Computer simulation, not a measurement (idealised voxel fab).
process module | voxel capacitor over wiring
cross-section cut | 285 nm wide | cells 5 nm
A cross-section is a grid of square cells, given in bands from the top down. A band is one or more rows of cells.
Each band's line starts with the height of the band's top and of its bottom, in nm. Then come its materials from left to right, each with its width in nm. One material with "throughout" fills the band from edge to edge. "air" is empty space.
Height 0 is the level under which the wafer as received is all one material. The lowest band goes on downwards, as in "0 down".
A width such as "30 to 40" changes by the same amount from each row of cells to the next, from the band's top row to its bottom row.
"no change" after a step means that no cell of the cross-section changed.
closed voids: empty space of 8 cells or more with no open way to the top, each as width x height at its distance from the left edge, in nm
after a step's settings: what the simulator itself notes on the step
overlay nm, on a step with a mask: how far to the right of its planned place the mask lay; to the left if negative
plan
1 op RECEIVE | material Si
2 op CONFORMAL_DEP | material SiO2 | thk nm 15
3 op CONFORMAL_DEP | material SiN | thk nm 5
4 op DIRECTIONAL_DEP | material SiO2 | thk nm 20
5 op MASKED_ETCH | tone open | mask id METAL_1 | width nm 25 | pitch nm 80 | etch materials SiO2 | depth nm 20 | overlay nm 0
6 op MASKED_ETCH | tone open | mask id METAL_1 | width nm 25 | pitch nm 80 | etch materials SiN | depth nm 5 | overlay nm 0
7 op CONFORMAL_DEP | material TiN | thk nm 5
8 op FILL_DEP | material W | thk nm 5
9 op CMP | height nm 40
10 op CONFORMAL_DEP | material SiCN | thk nm 5
11 op DIRECTIONAL_DEP | material SiO2 | thk nm 20
12 op PATTERN | tone open | mask id PLUG_1 | material resist | width nm 15 | thk nm 20 | overlay nm 0
13 op DIRECTIONAL_ETCH | etch materials SiO2 | depth nm 20
14 op DIRECTIONAL_ETCH | etch materials SiCN | depth nm 5
15 op STRIP | etch materials resist
16 op CONFORMAL_DEP | material TiN | thk nm 5
17 op FILL_DEP | material Ru | thk nm 10
18 op CMP | height nm 65
19 op DIRECTIONAL_DEP | material TiN | thk nm 5
20 op DIRECTIONAL_DEP | material HfO2 | thk nm 5
21 op DIRECTIONAL_DEP | material TiN | thk nm 5
22 op DIRECTIONAL_DEP | material aC | thk nm 15
23 op PATTERN | tone cover | mask id UPPER_PLATE | material resist | width nm 60 | thk nm 35 | overlay nm 0
24 op DIRECTIONAL_ETCH | etch materials aC | depth nm 15
25 op STRIP | etch materials resist
26 op DIRECTIONAL_ETCH | etch materials TiN | depth nm 5
27 op DIRECTIONAL_ETCH | etch materials HfO2 | depth nm 5
28 op STRIP | etch materials aC
29 op DIRECTIONAL_DEP | material aC | thk nm 15
30 op PATTERN | tone cover | mask id LOWER_PLATE | material resist | width nm 70 | thk nm 30 | overlay nm 0
31 op DIRECTIONAL_ETCH | etch materials aC | depth nm 15
32 op STRIP | etch materials resist
33 op DIRECTIONAL_ETCH | etch materials TiN | depth nm 5
34 op STRIP | etch materials aC
35 op FILL_DEP | material SiO2 | thk nm 20
36 op CMP | height nm 95
37 op PATTERN | tone open | mask id PLUG_2 | material resist | width nm 15 | thk nm 20 | overlay nm 0
38 op DIRECTIONAL_ETCH | etch materials SiO2 | depth nm 15
39 op STRIP | etch materials resist
40 op CONFORMAL_DEP | material TiN | thk nm 5
41 op FILL_DEP | material Cu | thk nm 10
42 op CMP | height nm 95
43 op CONFORMAL_DEP | material SiN | thk nm 5
first wafer, as planned
as received, after step 1
  0 down: Si throughout
  closed voids: none
after step 2
  15 to 0: SiO2 throughout
  below 0: unchanged
after step 3
  20 to 15: SiN throughout
  below 15: unchanged
after step 4
  40 to 20: SiO2 throughout
  below 20: unchanged
after step 5
  40 to 20: SiO2 90 | air 25 | SiO2 55 | air 25 | SiO2 90
  below 20: unchanged
after step 6
  40 to 20: SiO2 90 | air 25 | SiO2 55 | air 25 | SiO2 90
  20 to 15: SiN 90 | air 25 | SiN 55 | air 25 | SiN 90
  below 15: unchanged
after step 7
  45 to 40: TiN 95 | air 15 | TiN 65 | air 15 | TiN 95
  40 to 20: SiO2 90 | TiN 5 | air 15 | TiN 5 | SiO2 55 | TiN 5 | air 15 | TiN 5 | SiO2 90
  20 to 15: SiN 90 | TiN 25 | SiN 55 | TiN 25 | SiN 90
  below 15: unchanged
after step 8
  50 to 45: W throughout
  45 to 40: TiN 95 | W 15 | TiN 65 | W 15 | TiN 95
  40 to 20: SiO2 90 | TiN 5 | W 15 | TiN 5 | SiO2 55 | TiN 5 | W 15 | TiN 5 | SiO2 90
  below 20: unchanged
after step 9
  40 to 20: SiO2 90 | TiN 5 | W 15 | TiN 5 | SiO2 55 | TiN 5 | W 15 | TiN 5 | SiO2 90
  below 20: unchanged
after step 10
  45 to 40: SiCN throughout
  below 40: unchanged
after step 11
  65 to 45: SiO2 throughout
  below 45: unchanged
after step 12
  85 to 65: resist 100 | air 15 | resist 170
  below 65: unchanged
after step 13
  85 to 65: resist 100 | air 15 | resist 170
  65 to 45: SiO2 100 | air 15 | SiO2 170
  below 45: unchanged
after step 14
  85 to 65: resist 100 | air 15 | resist 170
  65 to 45: SiO2 100 | air 15 | SiO2 170
  45 to 40: SiCN 100 | air 15 | SiCN 170
  below 40: unchanged
after step 15
  65 to 45: SiO2 100 | air 15 | SiO2 170
  below 45: unchanged
after step 16
  70 to 65: TiN 105 | air 5 | TiN 175
  65 to 45: SiO2 100 | TiN 5 | air 5 | TiN 5 | SiO2 170
  45 to 40: SiCN 100 | TiN 15 | SiCN 170
  below 40: unchanged
after step 17
  80 to 70: Ru throughout
  70 to 65: TiN 105 | Ru 5 | TiN 175
  65 to 45: SiO2 100 | TiN 5 | Ru 5 | TiN 5 | SiO2 170
  below 45: unchanged
after step 18
  65 to 45: SiO2 100 | TiN 5 | Ru 5 | TiN 5 | SiO2 170
  below 45: unchanged
after step 19
  70 to 65: TiN throughout
  below 65: unchanged
after step 20
  75 to 70: HfO2 throughout
  below 70: unchanged
after step 21
  80 to 75: TiN throughout
  below 75: unchanged
after step 22
  95 to 80: aC throughout
  below 80: unchanged
after step 23
  130 to 95: air 100 | resist 60 | air 125
  below 95: unchanged
after step 24
  115 to 95: air 100 | resist 60 | air 125
  95 to 80: air 100 | aC 60 | air 125
  below 80: unchanged
after step 25
  95 to 80: air 100 | aC 60 | air 125
  below 80: unchanged
after step 26
  95 to 80: air 100 | aC 60 | air 125
  80 to 75: air 100 | TiN 60 | air 125
  below 75: unchanged
after step 27
  95 to 80: air 100 | aC 60 | air 125
  80 to 75: air 100 | TiN 60 | air 125
  75 to 70: air 100 | HfO2 60 | air 125
  below 70: unchanged
after step 28
  80 to 75: air 100 | TiN 60 | air 125
  below 75: unchanged
after step 29
  95 to 85: air 100 | aC 60 | air 125
  85 to 80: aC throughout
  80 to 75: aC 100 | TiN 60 | aC 125
  75 to 70: aC 100 | HfO2 60 | aC 125
  below 70: unchanged
after step 30
  125 to 95: air 95 | resist 70 | air 120
  95 to 85: air 95 | resist 5 | aC 60 | resist 5 | air 120
  below 85: unchanged
after step 31
  110 to 95: air 95 | resist 70 | air 120
  95 to 85: air 95 | resist 5 | aC 60 | resist 5 | air 120
  85 to 80: air 95 | aC 70 | air 120
  80 to 75: air 95 | aC 5 | TiN 60 | aC 5 | air 120
  75 to 70: air 95 | aC 5 | HfO2 60 | aC 5 | air 120
  below 70: unchanged
after step 32
  95 to 85: air 100 | aC 60 | air 125
  below 85: unchanged
after step 33
  95 to 85: air 100 | aC 60 | air 125
  85 to 80: air 95 | aC 70 | air 120
  80 to 75: air 95 | aC 5 | TiN 60 | aC 5 | air 120
  75 to 70: air 95 | aC 5 | HfO2 60 | aC 5 | air 120
  70 to 65: air 95 | TiN 70 | air 120
  below 65: unchanged
after step 34
  80 to 75: air 100 | TiN 60 | air 125
  75 to 70: air 100 | HfO2 60 | air 125
  below 70: unchanged
after step 35
  100 to 80: SiO2 throughout
  80 to 75: SiO2 100 | TiN 60 | SiO2 125
  75 to 70: SiO2 100 | HfO2 60 | SiO2 125
  70 to 65: SiO2 95 | TiN 70 | SiO2 120
  below 65: unchanged
after step 36
  95 to 80: SiO2 throughout
  below 80: unchanged
after step 37
  115 to 95: resist 110 | air 15 | resist 160
  below 95: unchanged
after step 38
  115 to 95: resist 110 | air 15 | resist 160
  95 to 80: SiO2 110 | air 15 | SiO2 160
  below 80: unchanged
after step 39
  95 to 80: SiO2 110 | air 15 | SiO2 160
  below 80: unchanged
after step 40
  100 to 95: TiN 115 | air 5 | TiN 165
  95 to 85: SiO2 110 | TiN 5 | air 5 | TiN 5 | SiO2 160
  85 to 75: SiO2 110 to 100 | TiN 15 to 60 | SiO2 160 to 125
  below 75: unchanged
after step 41
  110 to 100: Cu throughout
  100 to 95: TiN 115 | Cu 5 | TiN 165
  95 to 85: SiO2 110 | TiN 5 | Cu 5 | TiN 5 | SiO2 160
  below 85: unchanged
after step 42
  95 to 85: SiO2 110 | TiN 5 | Cu 5 | TiN 5 | SiO2 160
  below 85: unchanged
after step 43
  100 to 95: SiN throughout
  below 95: unchanged
second wafer: like start, like plan, one mistake. Through step 18 it matches the first wafer
when step 19 should have ended
  70 to 65: HfO2 throughout
  below 65: unchanged
when step 20 should have ended
  75 to 70: TiN throughout
  below 70: unchanged
when step 21 should have ended
  80 to 70: TiN throughout
  below 70: unchanged
when step 22 should have ended
  95 to 80: aC throughout
  below 80: unchanged
when step 23 should have ended
  130 to 95: air 100 | resist 60 | air 125
  below 95: unchanged
when step 24 should have ended
  115 to 95: air 100 | resist 60 | air 125
  95 to 80: air 100 | aC 60 | air 125
  below 80: unchanged
when step 25 should have ended
  95 to 80: air 100 | aC 60 | air 125
  below 80: unchanged
when step 26 should have ended
  95 to 80: air 100 | aC 60 | air 125
  80 to 75: air 100 | TiN 60 | air 125
  below 75: unchanged
when step 27 should have ended: no change
when step 28 should have ended
  80 to 75: air 100 | TiN 60 | air 125
  below 75: unchanged
when step 29 should have ended
  95 to 90: air 100 | aC 60 | air 125
  90 to 80: aC throughout
  80 to 75: aC 100 | TiN 60 | aC 125
  below 75: unchanged
when step 30 should have ended
  125 to 95: air 95 | resist 70 | air 120
  95 to 90: air 95 | resist 5 | aC 60 | resist 5 | air 120
  below 90: unchanged
when step 31 should have ended
  110 to 95: air 95 | resist 70 | air 120
  95 to 90: air 95 | resist 5 | aC 60 | resist 5 | air 120
  90 to 80: air 95 | aC 70 | air 120
  80 to 75: air 95 | aC 5 | TiN 60 | aC 5 | air 120
  below 75: unchanged
when step 32 should have ended
  95 to 90: air 100 | aC 60 | air 125
  below 90: unchanged
when step 33 should have ended
  95 to 90: air 100 | aC 60 | air 125
  90 to 80: air 95 | aC 70 | air 120
  80 to 75: air 95 | aC 5 | TiN 60 | aC 5 | air 120
  75 to 70: air 95 | TiN 70 | air 120
  below 70: unchanged
when step 34 should have ended
  80 to 70: air 100 to 95 | TiN 60 to 70 | air 125 to 120
  below 70: unchanged
when step 35 should have ended
  100 to 80: SiO2 throughout
  80 to 70: SiO2 100 to 95 | TiN 60 to 70 | SiO2 125 to 120
  below 70: unchanged
when step 36 should have ended
  95 to 80: SiO2 throughout
  below 80: unchanged
when step 37 should have ended
  115 to 95: resist 110 | air 15 | resist 160
  below 95: unchanged
when step 38 should have ended
  115 to 95: resist 110 | air 15 | resist 160
  95 to 80: SiO2 110 | air 15 | SiO2 160
  below 80: unchanged
when step 39 should have ended
  95 to 80: SiO2 110 | air 15 | SiO2 160
  below 80: unchanged
when step 40 should have ended
  100 to 95: TiN 115 | air 5 | TiN 165
  95 to 85: SiO2 110 | TiN 5 | air 5 | TiN 5 | SiO2 160
  85 to 75: SiO2 110 to 100 | TiN 15 to 60 | SiO2 160 to 125
  below 75: unchanged
when step 41 should have ended
  110 to 100: Cu throughout
  100 to 95: TiN 115 | Cu 5 | TiN 165
  95 to 85: SiO2 110 | TiN 5 | Cu 5 | TiN 5 | SiO2 160
  below 85: unchanged
when step 42 should have ended
  95 to 85: SiO2 110 | TiN 5 | Cu 5 | TiN 5 | SiO2 160
  below 85: unchanged
when step 43 should have ended
  100 to 95: SiN throughout
  below 95: unchanged
what went wrong: steps 19 and 20 were swapped
at the end the second wafer has, in cells: 45 more of HfO2 | 45 fewer of SiO2
